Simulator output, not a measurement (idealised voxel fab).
This section sets out a process module, namely voxel gate over fins.
We display cut, a cross-section 220 nm in width whose square cells are each 5 nm.
A cross-section is written here as square cells arranged in a grid, and it is given in bands from the top down, each band taking up one or more rows of cells.
The band entry comprises the height of the band's top followed by the height of its bottom, expressed in nm, and subsequently the band's materials from left to right, each stated together with its width in nm. Where a single material is marked with the word "full width", that material fills the band from edge to edge. The word "empty" represents empty space.
It should be noted that heights are counted from 0, beneath which the wafer as supplied is of one material throughout, and that the lowest band possesses no lower boundary but continues downward, as written in "0..down".
Width "30 to 40": first value at the band's top row of cells, second value at its bottom row, equal change from row to row.
Key: "everything unchanged" - step with no changed cell in the cross-section.
Entry "Enclosed void entries" = empty spaces >= 8 cells with no open way to the top; each as width x height at distance, distance from left edge, all nm.
Read whatever lies past the settings on a step's line as the simulator's own remark about the step.
overlay nm: on a step with a mask, how far right of its planned place the mask lay; negative means left.
THE PROCESS STEPS THAT WERE PLANNED ARE LISTED BELOW
1: op RECEIVE | material Si
2: op CONFORMAL_DEP | material SiN | thk nm 5
3: op DIRECTIONAL_DEP | material aC | thk nm 15
4: op PATTERN | tone cover | mask id FINS | material resist | width nm 15 | pitch nm 45 | thk nm 30 | overlay nm 0
5: op DIRECTIONAL_ETCH | etch materials aC | depth nm 15
6: op STRIP | etch materials resist
7: op DIRECTIONAL_ETCH | etch materials SiN | depth nm 5
8: op DIRECTIONAL_ETCH | etch materials Si | depth nm 40
9: op STRIP | etch materials aC
10: op OXIDIZE | depth nm 5
11: op FILL_DEP | material SiO2 | thk nm 10
12: op CMP | height nm 5
13: op SELECTIVE_ETCH | etch materials SiO2 | depth nm 20
14: op STRIP | etch materials SiN
15: op CONFORMAL_DEP | material HfO2 | thk nm 5
16: op CONFORMAL_DEP | material TiN | thk nm 5
17: op FILL_DEP | material W | thk nm 15
18: op CMP | height nm 20
19: op CONFORMAL_DEP | material SiCN | thk nm 5
CROSS-SECTION OF THE WAFER AS IT CAME TO US, I.E., ALREADY THROUGH STEP 1
  0..down: Si full width
  Enclosed void entries: none
FIRST WAFER AT THE END, AS PLANNED
  25..20: SiCN full width
  20..10: W full width
  10..5: W (50), then TiN (25), then W (20), then TiN (25), then W (20), then TiN (25), then W (55)
  5..0: W (50), then TiN (5), then HfO2 (15), then TiN (5), then W (20), then TiN (5), then HfO2 (15), then TiN (5), then W (20), then TiN (5), then HfO2 (15), then TiN (5), then W (55)
  0..-5: W (50), then TiN (5), then HfO2 (5), then Si (5), then HfO2 (5), then TiN (5), then W (20), then TiN (5), then HfO2 (5), then Si (5), then HfO2 (5), then TiN (5), then W (20), then TiN (5), then HfO2 (5), then Si (5), then HfO2 (5), then TiN (5), then W (55)
  -5..-10: TiN (55), then HfO2 (5), then Si (5), then HfO2 (5), then TiN (30), then HfO2 (5), then Si (5), then HfO2 (5), then TiN (30), then HfO2 (5), then Si (5), then HfO2 (5), then TiN (60)
  -10..-15: HfO2 (60), then Si (5), then HfO2 (40), then Si (5), then HfO2 (40), then Si (5), then HfO2 (65)
  -15..-45: SiO2 (60), then Si (5), then SiO2 (40), then Si (5), then SiO2 (40), then Si (5), then SiO2 (65)
  -45..down: Si full width
  Enclosed void entries: none
SAME START, SAME PLAN AS THE FIRST WAFER - BUT ONE MISTAKE IN THE RUN. CROSS-SECTION OF THE SECOND OF THE TWO AT THE END OF THE MODULE
  15..10: SiCN full width
  10..5: W (50), then TiN (25), then W (20), then TiN (25), then W (20), then TiN (25), then W (55)
  5..0: W (50), then TiN (5), then HfO2 (15), then TiN (5), then W (20), then TiN (5), then HfO2 (15), then TiN (5), then W (20), then TiN (5), then HfO2 (15), then TiN (5), then W (55)
  0..-5: W (50), then TiN (5), then HfO2 (5), then Si (5), then HfO2 (5), then TiN (5), then W (20), then TiN (5), then HfO2 (5), then Si (5), then HfO2 (5), then TiN (5), then W (20), then TiN (5), then HfO2 (5), then Si (5), then HfO2 (5), then TiN (5), then W (55)
  -5..-10: TiN (55), then HfO2 (5), then Si (5), then HfO2 (5), then TiN (30), then HfO2 (5), then Si (5), then HfO2 (5), then TiN (30), then HfO2 (5), then Si (5), then HfO2 (5), then TiN (60)
  -10..-15: HfO2 (60), then Si (5), then HfO2 (40), then Si (5), then HfO2 (40), then Si (5), then HfO2 (65)
  -15..-45: SiO2 (60), then Si (5), then SiO2 (40), then Si (5), then SiO2 (40), then Si (5), then SiO2 (65)
  -45..down: Si full width
  Enclosed void entries: none
Which mistake was made when the wafer was run? step 18, actual vs plan mismatch, actual run op CMP | height nm 10
Cell-count delta at end, second wafer over first, by material: -88 W
